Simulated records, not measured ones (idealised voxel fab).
process module | voxel self aligned vias
cross-section cut | 295 nm wide | cells 5 nm
A cross-section is a grid of square cells, given in bands from the top down. A band is one or more rows of cells.
Each band's line starts with the height of the band's top and of its bottom, in nm. Then come its materials from left to right, each with its width in nm. One material with "throughout" fills the band from edge to edge. "air" is empty space.
Height 0 is the level under which the wafer as received is all one material. The lowest band goes on downwards, as in "0 down".
A width such as "30 to 40" changes by the same amount from each row of cells to the next, from the band's top row to its bottom row.
"no change" after a step means that no cell of the cross-section changed.
closed voids: empty space of 8 cells or more with no open way to the top, each as width x height at its distance from the left edge, in nm
after a step's settings: what the simulator itself notes on the step
overlay nm, on a step with a mask: how far to the right of its planned place the mask lay; to the left if negative
plan
1 op RECEIVE | material Si
2 op CONFORMAL_DEP | material SiO2 | thk nm 15
3 op CONFORMAL_DEP | material SiCN | thk nm 5
4 op DIRECTIONAL_DEP | material SiO2 | thk nm 20
5 op PATTERN | tone open | mask id LINES | material resist | width nm 20 | pitch nm 60 | thk nm 15 | overlay nm 0
6 op DIRECTIONAL_ETCH | etch materials SiO2 | depth nm 20
7 op STRIP | etch materials resist
8 op CONFORMAL_DEP | material TiN | thk nm 5
9 op FILL_DEP | material Ru | thk nm 5
10 op CMP | height nm 40
11 op SELECTIVE_ETCH | etch materials W Ru TiN | depth nm 5
12 op FILL_DEP | material SiN | thk nm 5
13 op CMP | height nm 40
14 op DIRECTIONAL_DEP | material SiO2 | thk nm 20
15 op PATTERN | tone open | mask id VIAS | material resist | width nm 30 | pitch nm 60 | thk nm 20 | overlay nm 0
16 op DIRECTIONAL_ETCH | etch materials SiO2 | depth nm 20
17 op DIRECTIONAL_ETCH | etch materials SiN | depth nm 5
18 op STRIP | etch materials resist
19 op CONFORMAL_DEP | material TiN | thk nm 5
20 op FILL_DEP | material Cu | thk nm 10
21 op CMP | height nm 60
22 op CONFORMAL_DEP | material SiN | thk nm 5
as received, after step 1
  0 down: Si throughout
  closed voids: none
a wafer at the end: this start, this plan, one mistake
  65 to 60: SiN throughout
  60 to 45: Cu 65 | TiN 5 | SiO2 30 | TiN 5 | Cu 20 | TiN 5 | SiO2 30 | TiN 5 | Cu 20 | TiN 5 | SiO2 30 | TiN 5 | Cu 70
  45 to 40: TiN 70 | SiO2 30 | TiN 30 | SiO2 30 | TiN 30 | SiO2 30 | TiN 75
  40 to 35: SiO2 75 | SiN 20 | SiO2 40 | SiN 20 | SiO2 40 | SiN 20 | SiO2 80
  35 to 25: SiO2 75 | TiN 5 | Ru 10 | TiN 5 | SiO2 40 | TiN 5 | Ru 10 | TiN 5 | SiO2 40 | TiN 5 | Ru 10 | TiN 5 | SiO2 80
  25 to 20: SiO2 75 | TiN 20 | SiO2 40 | TiN 20 | SiO2 40 | TiN 20 | SiO2 80
  20 to 15: SiCN throughout
  15 to 0: SiO2 throughout
  0 down: Si throughout
  closed voids: none
what went wrong: step 15 ran as: op PATTERN | tone cover | mask id VIAS | material resist | width nm 30 | pitch nm 60 | thk nm 20 | overlay nm 0
